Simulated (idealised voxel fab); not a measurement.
process module | voxel lift off
cross-section cut | 155 nm wide | cells 5 nm
A cross-section is a grid of square cells, given in bands from the top down. A band is one or more rows of cells.
Each band's line starts with the height of the band's top and of its bottom, in nm. Then come its materials from left to right, each with its width in nm. One material with "throughout" fills the band from edge to edge. "air" is empty space.
Height 0 is the level under which the wafer as received is all one material. The lowest band goes on downwards, as in "0 down".
A width such as "30 to 40" changes by the same amount from each row of cells to the next, from the band's top row to its bottom row.
"no change" after a step means that no cell of the cross-section changed.
closed voids: empty space of 8 cells or more with no open way to the top, each as width x height at its distance from the left edge, in nm
after a step's settings: what the simulator itself notes on the step
overlay nm, on a step with a mask: how far to the right of its planned place the mask lay; to the left if negative
plan
1 op RECEIVE | material Si
2 op CONFORMAL_DEP | material SiN | thk nm 10
3 op PATTERN | tone open | mask id LINES | material resist | width nm 25 | pitch nm 40 | thk nm 30 | overlay nm 0
4 op DIRECTIONAL_DEP | material Ru | thk nm 15
5 op STRIP | etch materials resist
6 op CONFORMAL_DEP | material SiCN | thk nm 5
as received, after step 1
  0 down: Si throughout
  closed voids: none
a wafer at the end: this start, this plan, one mistake
  15 to 10: SiCN throughout
  10 to 0: SiN throughout
  0 down: Si throughout
  closed voids: none
what went wrong: step 4 was left out
